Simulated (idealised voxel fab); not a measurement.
Process module, titled voxel gate over fins
cross-section cut | 235 nm wide | cells 5 nm
A cross-section in this document is a grid of square cells, and it is written down as bands, the top band listed before the ones below it; a band is made up of one or more rows of cells. Band: top and bottom heights (nm) first, top before bottom; then materials from left to right, widths in nm. "throughout" marks a sole material filling the band edge to edge. "air" denotes empty space. Heights are measured from 0, the level below which the as-received wafer is all one material; the lowest band has no bottom and continues downward, written as in "0 -> down". It should be noted that a width expressed as "30 to 40" varies in equal increments from row to row of cells within the band, taking the value of the first number at the top row and that of the second number at the bottom row. What does "left unchanged" mean for a step? It means no cell of the cross-section changed in that step. If an empty space has no open way to the top and is at least 8 cells in size, "Enclosed void catalog" lists it, written width x height at distance, where distance is measured from the left edge and every value is in nm. The remark found on a step's line after its settings is issued by the simulator itself and pertains to that step. The optional step-line setting "overlay nm" applies to steps with a mask and quantifies how far to the right of its planned location the mask lay, a negative value indicating leftward placement.
-- Here's what the planned process steps look like
1: RECEIVE, material Si
2: CONFORMAL_DEP, material SiN, thk nm 10
3: MASKED_ETCH, tone cover, mask id FINS, width nm 15, pitch nm 50, etch materials SiN, depth nm 10, overlay nm 0
4: MASKED_ETCH, tone cover, mask id FINS, width nm 15, pitch nm 50, etch materials Si, depth nm 30, overlay nm 0
5: OXIDIZE, depth nm 5
6: FILL_DEP, material SiO2, thk nm 10
7: CMP, height nm 10
8: PATTERN, tone open, mask id RAIL, material resist, width nm 15, thk nm 15, overlay nm 0
9: DIRECTIONAL_ETCH, etch materials SiO2, depth nm 35
10: STRIP, etch materials resist
11: CONFORMAL_DEP, material TiN, thk nm 5
12: FILL_DEP, material W, thk nm 5
13: CMP, height nm 10
14: SELECTIVE_ETCH, etch materials W Ru TiN, depth nm 30
15: FILL_DEP, material SiO2, thk nm 5
16: CMP, height nm 10
17: SELECTIVE_ETCH, etch materials SiO2, depth nm 20
18: STRIP, etch materials SiN
19: CONFORMAL_DEP, material HfO2, thk nm 5
20: CONFORMAL_DEP, material TiN, thk nm 5
21: CONFORMAL_DEP, material TiAl, thk nm 5
22: CONFORMAL_DEP, material TiN, thk nm 5
23: FILL_DEP, material W, thk nm 10
24: CMP, height nm 25
25: CONFORMAL_DEP, material SiN, thk nm 5
-- The cross-section here shows the wafer as received, i.e. in its state after step 1
* 0 -> down  Si throughout
* Enclosed void catalog: none
-- Post-module cross-section: identical start and plan to those above, one misstep in execution
* 30 -> 25  SiN throughout
* 25 -> 20  W throughout
* 20 -> 15  W 20 nm | TiAl 45 nm | W 5 nm | TiAl 45 nm | W 5 nm | TiAl 45 nm | W 5 nm | TiAl 45 nm | W 20 nm
* 15 -> 10  W 20 nm | TiAl 5 nm | TiN 35 nm | TiAl 5 nm | W 5 nm | TiAl 5 nm | TiN 35 nm | TiAl 5 nm | W 5 nm | TiAl 5 nm | TiN 35 nm | TiAl 5 nm | W 5 nm | TiAl 5 nm | TiN 35 nm | TiAl 5 nm | W 20 nm
* 10 -> 5  TiAl 25 nm | TiN 35 nm | TiAl 15 nm | TiN 35 nm | TiAl 15 nm | TiN 35 nm | TiAl 15 nm | TiN 35 nm | TiAl 25 nm
* 5 -> 0  TiN 35 nm | HfO2 15 nm | TiN 35 nm | HfO2 15 nm | TiN 35 nm | HfO2 15 nm | TiN 35 nm | HfO2 15 nm | TiN 35 nm
* 0 -> -5  TiN 35 nm | HfO2 5 nm | Si 5 nm | HfO2 5 nm | TiN 35 nm | HfO2 5 nm | Si 5 nm | HfO2 5 nm | TiN 35 nm | HfO2 5 nm | Si 5 nm | HfO2 5 nm | TiN 35 nm | HfO2 5 nm | Si 5 nm | HfO2 5 nm | TiN 35 nm
* -5 -> -10  HfO2 40 nm | Si 5 nm | HfO2 45 nm | Si 5 nm | HfO2 45 nm | Si 5 nm | HfO2 45 nm | Si 5 nm | HfO2 40 nm
* -10 -> -20  SiO2 40 nm | Si 5 nm | SiO2 45 nm | Si 5 nm | SiO2 45 nm | Si 5 nm | SiO2 45 nm | Si 5 nm | SiO2 40 nm
* -20 -> -25  SiO2 40 nm | Si 5 nm | SiO2 15 nm | TiN 15 nm | SiO2 15 nm | Si 5 nm | SiO2 45 nm | Si 5 nm | SiO2 45 nm | Si 5 nm | SiO2 40 nm
* -25 -> -35  SiO2 40 nm | Si 5 nm | SiO2 45 nm | Si 5 nm | SiO2 45 nm | Si 5 nm | SiO2 45 nm | Si 5 nm | SiO2 40 nm
* -35 -> down  Si throughout
* Enclosed void catalog: none
Processing error: ran 21 and 22 in swapped order versus the plan
